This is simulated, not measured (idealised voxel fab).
Process module under the name voxel released beams
Displayed cross-section: cut, width of 280 nm, square cells sized 5 nm.
In this document a cross-section is written as a grid of square cells. It is given as a series of bands, listed from the top down, and a band is one or more rows of cells.
Within each band entry, the heights of the top and of the bottom of the band appear first, in that order and in nm; the materials of the band then follow from left to right, each with its corresponding width in nm. The designation "throughout" on a single material indicates that it fills the band from edge to edge; the designation "blank" indicates empty space.
Height datum 0, below which the as-received substrate wafer is one material. Lowest band open at the bottom, running downward: "0 down".
Quick explanation for "30..40": the width changes in equal steps down the rows of cells, from the first number in the band's top row to the second number in its bottom row.
The cross-section has no changed cell in any step marked "everything unchanged".
Each empty space that has no open way to the top and spans at least 8 cells appears under "Closed void listing" as width x height at distance, the distance counted from the left edge, all in nm.
The remark found on a step's line after its settings is issued by the simulator itself and pertains to that step.
When a step includes a mask, the "overlay nm" setting on its line states how far to the right of its planned place that mask lay, and negative values state how far to the left.

# So here's the lineup of process steps we planned
| 1 | RECEIVE (material Si) |
| 2 | CONFORMAL_DEP (material Al2O3; thk nm 10) |
| 3 | DIRECTIONAL_DEP (material SiO2; thk nm 20) |
| 4 | PATTERN (tone open; mask id ANCHOR; material resist; width nm 25; thk nm 20; overlay nm 0) |
| 5 | DIRECTIONAL_ETCH (etch materials SiO2; depth nm 20) |
| 6 | STRIP (etch materials resist) |
| 7 | CONFORMAL_DEP (material SiN; thk nm 10) |
| 8 | DIRECTIONAL_DEP (material aC; thk nm 10) |
| 9 | PATTERN (tone cover; mask id BEAM; material resist; width nm 70; thk nm 30; overlay nm 0) |
| 10 | DIRECTIONAL_ETCH (etch materials aC; depth nm 10) |
| 11 | STRIP (etch materials resist) |
| 12 | DIRECTIONAL_ETCH (etch materials SiN; depth nm 10) |
| 13 | STRIP (etch materials aC) |
| 14 | STRIP (etch materials SiO2) |

# Delivered wafer in cross-section: state after step 1
    0 down | Si throughout
    Closed void listing: none

# a wafer at the end: this start, this plan, one mistake
    40 to 30 | 100 nm blank  70 nm SiN  110 nm blank
    30 to 20 | Al2O3 throughout
    20 to 0 | SiO2 throughout
    0 down | Si throughout
    Closed void listing: none
What broke from the plan during processing? so 2 and 3 got swapped relative to the plan, each ran where the other was supposed to
